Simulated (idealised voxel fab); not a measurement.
process module | voxel capacitor over wiring
cross-section cut | 155 nm wide | cells 5 nm
A cross-section is a grid of square cells, given in bands from the top down. A band is one or more rows of cells.
Each band's line starts with the height of the band's top and of its bottom, in nm. Then come its materials from left to right, each with its width in nm. One material with "throughout" fills the band from edge to edge. "air" is empty space.
Height 0 is the level under which the wafer as received is all one material. The lowest band goes on downwards, as in "0 down".
A width such as "30 to 40" changes by the same amount from each row of cells to the next, from the band's top row to its bottom row.
"no change" after a step means that no cell of the cross-section changed.
closed voids: empty space of 8 cells or more with no open way to the top, each as width x height at its distance from the left edge, in nm
after a step's settings: what the simulator itself notes on the step
overlay nm, on a step with a mask: how far to the right of its planned place the mask lay; to the left if negative
plan
1 op RECEIVE | material Si
2 op CONFORMAL_DEP | material SiO2 | thk nm 15
3 op CONFORMAL_DEP | material SiN | thk nm 5
4 op DIRECTIONAL_DEP | material SiO2 | thk nm 15
5 op PATTERN | tone open | mask id METAL_1 | material resist | width nm 30 | pitch nm 85 | thk nm 20 | overlay nm 0
6 op DIRECTIONAL_ETCH | etch materials SiO2 | depth nm 15
7 op DIRECTIONAL_ETCH | etch materials SiN | depth nm 5
8 op STRIP | etch materials resist
9 op CONFORMAL_DEP | material TiN | thk nm 5
10 op FILL_DEP | material W | thk nm 10
11 op CMP | height nm 35
12 op CONFORMAL_DEP | material SiCN | thk nm 5
13 op DIRECTIONAL_DEP | material SiO2 | thk nm 10
14 op DIRECTIONAL_DEP | material aC | thk nm 15
15 op PATTERN | tone open | mask id PLUG_1 | material resist | width nm 15 | thk nm 30 | overlay nm 0
16 op DIRECTIONAL_ETCH | etch materials aC | depth nm 15
17 op STRIP | etch materials resist
18 op DIRECTIONAL_ETCH | etch materials SiO2 | depth nm 10
19 op DIRECTIONAL_ETCH | etch materials SiCN | depth nm 5
20 op STRIP | etch materials aC
21 op EPI | material Ru | thk nm 10
22 op EPI | material Ru | thk nm 5
23 op DIRECTIONAL_DEP | material TiN | thk nm 10
24 op DIRECTIONAL_DEP | material Al2O3 | thk nm 5
25 op DIRECTIONAL_DEP | material TiN | thk nm 5
26 op MASKED_ETCH | tone cover | mask id UPPER_PLATE | width nm 60 | etch materials TiN | depth nm 5 | overlay nm 0
27 op MASKED_ETCH | tone cover | mask id UPPER_PLATE | width nm 60 | etch materials Al2O3 | depth nm 5 | overlay nm 0
28 op PATTERN | tone cover | mask id LOWER_PLATE | material resist | width nm 70 | thk nm 20 | overlay nm 0
29 op DIRECTIONAL_ETCH | etch materials TiN | depth nm 10
30 op STRIP | etch materials resist
31 op FILL_DEP | material SiO2 | thk nm 20
32 op CMP | height nm 85
33 op PATTERN | tone open | mask id PLUG_2 | material resist | width nm 15 | thk nm 15 | overlay nm 0
34 op DIRECTIONAL_ETCH | etch materials SiO2 | depth nm 15
35 op STRIP | etch materials resist
36 op CONFORMAL_DEP | material TiN | thk nm 5
37 op FILL_DEP | material Ru | thk nm 5
38 op CMP | height nm 85
39 op CONFORMAL_DEP | material SiCN | thk nm 5
as received, after step 1
  0 down: Si throughout
  closed voids: none
a wafer at the end: this start, this plan, one mistake
  90 to 85: SiCN throughout
  85 to 75: SiO2 50 | TiN 5 | Ru 5 | TiN 5 | SiO2 90
  75 to 65: SiO2 50 to 35 | TiN 15 to 60 | SiO2 90 to 60
  65 to 60: SiO2 35 | Al2O3 60 | SiO2 60
  60 to 50: SiO2 30 | TiN 70 | SiO2 55
  50 to 40: SiO2 35 | Ru 15 | SiO2 105
  40 to 35: SiCN 35 | Ru 15 | SiCN 105
  35 to 20: SiO2 20 | TiN 5 | W 20 | TiN 5 | SiO2 55 | TiN 5 | W 20 | TiN 5 | SiO2 20
  20 to 15: SiN 20 | TiN 30 | SiN 55 | TiN 30 | SiN 20
  15 to 0: SiO2 throughout
  0 down: Si throughout
  closed voids: none
what went wrong: step 33 ran as: op PATTERN | tone open | mask id PLUG_2 | material resist | width nm 15 | thk nm 15 | overlay nm 5
